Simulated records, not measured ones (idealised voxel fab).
Process module under the name voxel transistor to metal
The cross-section shown here is cut; it is 300 nm wide and divided into square cells measuring 5 nm on a side.
A cross-section in this document is a grid of square cells, and it is written down as bands, the top band listed before the ones below it; a band is made up of one or more rows of cells.
The entry gives the band's vertical extent as a top height and a bottom height in nm, then its horizontal make-up as materials from left to right, each with a width in nm. "blank" stands for empty space; a single material marked "throughout" fills the band edge to edge.
The reference from which all heights are counted is 0, the level beneath which the as-received wafer is entirely one material; the lowest band, having no lower bound, proceeds downward and is written after the example "from 0 down".
The width entry "30->40" should be interpreted row by row: the top row of cells in the band takes the first number, the bottom row takes the second number, and the change between adjacent rows is uniform throughout.
Any step labelled "no change occurred" changed none of the cells in the cross-section.
Tabulated closed voids: empty space of 8 cells or more with no open way to the top, each as width x height at its distance from the left edge, in nm
Post-settings text on a step line: simulator's own remark regarding the step.
Steps that use a mask can have "overlay nm" on their line. It says how far the mask sat to the right of where it was meant to be. Negative means to the left.
## plan
1 RECEIVE [material Si]
2 OXIDIZE [depth nm 5]
3 CONFORMAL_DEP [material SiN] [thk nm 10]
4 MASKED_ETCH [tone cover] [mask id ACTIVE] [width nm 110] [pitch nm 140] [etch materials SiN] [depth nm 10] [overlay nm 0]
5 MASKED_ETCH [tone cover] [mask id ACTIVE] [width nm 110] [pitch nm 140] [etch materials SiO2] [depth nm 5] [overlay nm 0]
6 MASKED_ETCH [tone cover] [mask id ACTIVE] [width nm 110] [pitch nm 140] [etch materials Si] [depth nm 35] [overlay nm 0]
7 FILL_DEP [material SiO2] [thk nm 15]
8 CMP [height nm 10]
9 SELECTIVE_ETCH [etch materials SiO2] [depth nm 10]
10 STRIP [etch materials SiN]
11 SELECTIVE_ETCH [etch materials SiO2] [depth nm 5]
12 OXIDIZE [depth nm 5]
13 DIRECTIONAL_DEP [material polySi] [thk nm 30]
14 DIRECTIONAL_DEP [material SiCN] [thk nm 15]
15 PATTERN [tone cover] [mask id GATE] [material resist] [width nm 20] [pitch nm 140] [thk nm 15] [overlay nm 0]
16 DIRECTIONAL_ETCH [etch materials SiCN] [depth nm 25]
17 DIRECTIONAL_ETCH [etch materials polySi] [depth nm 40]
18 STRIP [etch materials resist]
19 CONFORMAL_DEP [material SiO2] [thk nm 5]
20 DIRECTIONAL_ETCH [etch materials SiO2] [depth nm 5]
21 CONFORMAL_DEP [material SiN] [thk nm 5]
22 DIRECTIONAL_ETCH [etch materials SiN] [depth nm 5]
23 DIRECTIONAL_ETCH [etch materials SiO2] [depth nm 5]
24 DIRECTIONAL_ETCH [etch materials Si] [depth nm 15]
25 EPI [material pSi] [thk nm 15]
26 FILL_DEP [material SiO2] [thk nm 5]
27 CMP [height nm 40]
28 DIRECTIONAL_DEP [material SiO2] [thk nm 10]
29 MASKED_ETCH [tone open] [mask id CONTACT] [width nm 20] [pitch nm 70] [etch materials SiO2] [depth nm 60] [overlay nm 0]
30 CONFORMAL_DEP [material TiN] [thk nm 5]
31 FILL_DEP [material W] [thk nm 5]
32 CMP [height nm 50]
33 CONFORMAL_DEP [material SiCN] [thk nm 5]
34 DIRECTIONAL_DEP [material SiO2] [thk nm 25]
35 MASKED_ETCH [tone open] [mask id METAL_1] [width nm 20] [pitch nm 70] [etch materials SiO2] [depth nm 25] [overlay nm 0]
36 MASKED_ETCH [tone open] [mask id METAL_1] [width nm 20] [pitch nm 70] [etch materials SiCN] [depth nm 5] [overlay nm 0]
37 CONFORMAL_DEP [material TiN] [thk nm 5]
38 FILL_DEP [material Cu] [thk nm 10]
39 CMP [height nm 80]
40 EPI [material Ru] [thk nm 5]
41 FILL_DEP [material SiCN] [thk nm 5]
## Cross-section of the incoming wafer, state after step 1
    from 0 down = Si throughout
    Tabulated closed voids: none
## End-of-module cross-section. Starting structure and process plan as above; one mistake made in running it
    from 90 to 85 = SiCN throughout
    from 85 to 80 = SiCN=30  Ru=30  SiCN=40  Ru=30  SiCN=40  Ru=30  SiCN=40  Ru=30  SiCN=30
    from 80 to 55 = SiO2=35  TiN=5  Cu=10  TiN=5  SiO2=50  TiN=5  Cu=10  TiN=5  SiO2=50  TiN=5  Cu=10  TiN=5  SiO2=50  TiN=5  Cu=10  TiN=5  SiO2=35
    from 55 to 50 = SiCN=35  TiN=20  SiCN=50  TiN=20  SiCN=50  TiN=20  SiCN=50  TiN=20  SiCN=35
    from 50 to 40 = SiO2=35  TiN=5  W=10  TiN=5  SiO2=50  TiN=5  W=10  TiN=5  SiO2=50  TiN=5  W=10  TiN=5  SiO2=50  TiN=5  W=10  TiN=5  SiO2=35
    from 40 to 25 = SiO2=35  TiN=5  W=10  TiN=5  SiO2=15  SiCN=20  SiO2=15  TiN=5  W=10  TiN=5  SiO2=50  TiN=5  W=10  TiN=5  SiO2=15  SiCN=20  SiO2=15  TiN=5  W=10  TiN=5  SiO2=35
    from 25 to 10 = SiO2=35  TiN=5  W=10  TiN=5  SiO2=15  polySi=20  SiO2=15  TiN=5  W=10  TiN=5  SiO2=50  TiN=5  W=10  TiN=5  SiO2=15  polySi=20  SiO2=15  TiN=5  W=10  TiN=5  SiO2=35
    from 10 to 5 = SiO2=35  TiN=5  W=5  TiN=10  SiO2=15  polySi=20  SiO2=15  TiN=10  W=5  TiN=5  SiO2=50  TiN=5  W=5  TiN=10  SiO2=15  polySi=20  SiO2=15  TiN=10  W=5  TiN=5  SiO2=35
    from 5 to -5 = SiO2=35  TiN=5  W=5  TiN=5  pSi=15  SiO2=5  polySi=20  SiO2=5  pSi=15  TiN=5  W=5  TiN=5  SiO2=50  TiN=5  W=5  TiN=5  pSi=15  SiO2=5  polySi=20  SiO2=5  pSi=15  TiN=5  W=5  TiN=5  SiO2=35
    from -5 to -10 = SiO2=35  TiN=15  pSi=15  SiO2=30  pSi=15  TiN=15  SiO2=50  TiN=15  pSi=15  SiO2=30  pSi=15  TiN=15  SiO2=35
    from -10 to -25 = SiO2=25  pSi=40  Si=30  pSi=40  SiO2=30  pSi=40  Si=30  pSi=40  SiO2=25
    from -25 to -40 = SiO2=25  Si=110  SiO2=30  Si=110  SiO2=25
    from -40 down = Si throughout
    Tabulated closed voids: none
Deviation from plan: plan step 21 never ran because it was skipped
